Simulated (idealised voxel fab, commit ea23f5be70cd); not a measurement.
Process module under the name voxel double patterning
280 nm wide, 5 nm square cells: that's cross-section cut.
Throughout this document, each cross-section is represented as a grid of square cells and is presented as a sequence of bands enumerated from the top downward, where a band comprises one or more rows of cells.
Basically the band line says how high the top is and how high the bottom is, in nm, and then what's in it from left to right, every material with its width in nm. Empty space shows up as "empty", and if a single material carries "full width" it runs the full band edge to edge.
Below 0: as-received wafer, all one material; heights counted from there. Lowest band: no bottom, goes on down, written "0 nm and below".
Quick explanation for "30->40": the width changes in equal steps down the rows of cells, from the first number in the band's top row to the second number in its bottom row.
Basically "no change" means that step didn't change any cell in the cross-section.
For the entry "Enclosed cavities", the listed items are empty spaces with no open way to the top whose size is 8 cells or more; each item follows the pattern width x height at distance, where distance is from the left edge and all three are in nm.
Post-settings text on a step line: simulator's own remark regarding the step.
A step line may carry the setting "overlay nm", which, for steps involving a mask, states the distance by which the mask lay to the right of its intended position; negative values denote displacement to the left.

**The steps planned for the process are as follows**
1) RECEIVE,material Si
2) CONFORMAL_DEP,material SiO2,thk nm 5
3) DIRECTIONAL_DEP,material W,thk nm 10
4) DIRECTIONAL_DEP,material SiN,thk nm 5
5) MASKED_ETCH,tone open,mask id FIRST,width nm 15,pitch nm 50,etch materials SiN,depth nm 10,overlay nm 0
6) PATTERN,tone open,mask id SECOND,material resist,width nm 15,pitch nm 50,thk nm 15,overlay nm 0
7) DIRECTIONAL_ETCH,etch materials SiN,depth nm 10
8) STRIP,etch materials resist
9) DIRECTIONAL_ETCH,etch materials W,depth nm 10
10) STRIP,etch materials SiN
Quick note for whoever runs this: the wafers start identical, but the thk nm at step 4 isn't the same across them. The plan just shows what the first wafer had.

**Incoming state of the first of several wafers in cross-section: after step 1**
- 0 nm and below  Si full width
- Enclosed cavities: none

**Here is the cross-section of the first of several wafers at the end of the module, after its last step, step 10**
- 15 nm to 5 nm  80 nm W, 15 nm empty, 10 nm W, 15 nm empty, 10 nm W, 15 nm empty, 10 nm W, 15 nm empty, 10 nm W, 15 nm empty, 85 nm W
- 5 nm to 0 nm  SiO2 full width
- 0 nm and below  Si full width
- Enclosed cavities: none

**Cross-section at module completion, last wafer**
- 15 nm to 5 nm  W full width
- 5 nm to 0 nm  SiO2 full width
- 0 nm and below  Si full width
- Enclosed cavities: none

**each wafer at the end: cells of each material gained (+) or lost (-) since it was received, then its closed voids**
thk nm 5, +56 SiO2, +82 W, Enclosed cavities: none
thk nm 10, +56 SiO2, +82 W, Enclosed cavities: none
thk nm 15, +56 SiO2, +112 W, Enclosed cavities: none
thk nm 20, +56 SiO2, +112 W, Enclosed cavities: none
thk nm 25, +56 SiO2, +112 W, Enclosed cavities: none
